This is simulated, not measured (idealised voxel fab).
Name of the process module below: voxel fin reveal
cross-section cut | 275 nm wide | cells 5 nm
In what follows, cross-sections appear as grids of square cells, described through bands that run from the top down, where every band is one or more rows of cells. Per band: top height and bottom height in nm, followed by the left-to-right materials and their widths in nm; "full width" marks a single material spanning edge to edge, "air" marks empty space. It should be noted that heights are counted from 0, beneath which the wafer as supplied is of one material throughout, and that the lowest band possesses no lower boundary but continues downward, as written in "0 and below". Width spec "30->40" -> top row of cells at first value, bottom row at second value, equal per-row change in between. Given "no alterations made" for a step, no cell of the cross-section differs between before and after that step. Any empty space of 8 cells or more lacking an open way to the top shows up in "Enclosed void catalog" as width x height at distance, distance from the left edge, in nm. Past the settings on a step's line: simulator remark, on that step. When a step includes a mask, the "overlay nm" setting on its line states how far to the right of its planned place that mask lay, and negative values state how far to the left.

## The steps planned for the process are as follows
- 1: RECEIVE (material Si)
- 2: CONFORMAL_DEP (material SiN; thk nm 5)
- 3: DIRECTIONAL_DEP (material aC; thk nm 10)
- 4: PATTERN (tone cover; mask id FINS; material resist; width nm 15; pitch nm 35; thk nm 25; overlay nm 0)
- 5: DIRECTIONAL_ETCH (etch materials aC; depth nm 10)
- 6: STRIP (etch materials resist)
- 7: DIRECTIONAL_ETCH (etch materials SiN; depth nm 5)
- 8: DIRECTIONAL_ETCH (etch materials Si; depth nm 35)
- 9: STRIP (etch materials aC)
- 10: FILL_DEP (material SiO2; thk nm 5)
- 11: CMP (height nm 5)
- 12: SELECTIVE_ETCH (etch materials SiO2; depth nm 15)
- 13: STRIP (etch materials SiN)
- 14: CONFORMAL_DEP (material SiO2; thk nm 5)

## As-received state of the wafer in cross-section, equivalent to post-step 1
    0 and below = Si full width
    Enclosed void catalog: none

## Run as planned - first of the two wafers cross-sectioned at the end of the module
    5 down to 0 = air: 90 / SiO2: 25 / air: 10 / SiO2: 25 / air: 10 / SiO2: 25 / air: 90
    0 down to -5 = air: 90 / SiO2: 5 / Si: 15 / SiO2: 5 / air: 10 / SiO2: 5 / Si: 15 / SiO2: 5 / air: 10 / SiO2: 5 / Si: 15 / SiO2: 5 / air: 90
    -5 down to -35 = SiO2: 95 / Si: 15 / SiO2: 20 / Si: 15 / SiO2: 20 / Si: 15 / SiO2: 95
    -35 and below = Si full width
    Enclosed void catalog: none

## Cross-section, second wafer: same start as the first, same plan as the first, one mistake in running it; taken at the end of the module
    5 down to 0 = air: 90 / SiO2: 25 / air: 10 / SiO2: 25 / air: 10 / SiO2: 25 / air: 90
    0 down to -5 = air: 90 / SiO2: 5 / Si: 15 / SiO2: 5 / air: 10 / SiO2: 5 / Si: 15 / SiO2: 5 / air: 10 / SiO2: 5 / Si: 15 / SiO2: 5 / air: 90
    -5 down to -10 = SiO2: 85 / air: 5 / SiO2: 5 / Si: 15 / SiO2: 5 / air: 10 / SiO2: 5 / Si: 15 / SiO2: 5 / air: 10 / SiO2: 5 / Si: 15 / SiO2: 5 / air: 5 / SiO2: 85
    -10 down to -35 = SiO2: 95 / Si: 15 / SiO2: 20 / Si: 15 / SiO2: 20 / Si: 15 / SiO2: 95
    -35 and below = Si full width
    Enclosed void catalog: none
What was done differently from what was planned? it was found that steps 12 and 13 of the process plan had been performed in exchanged positions
The second wafer ends with more or fewer cells of some materials than the first, per final count: 6 fewer of SiO2
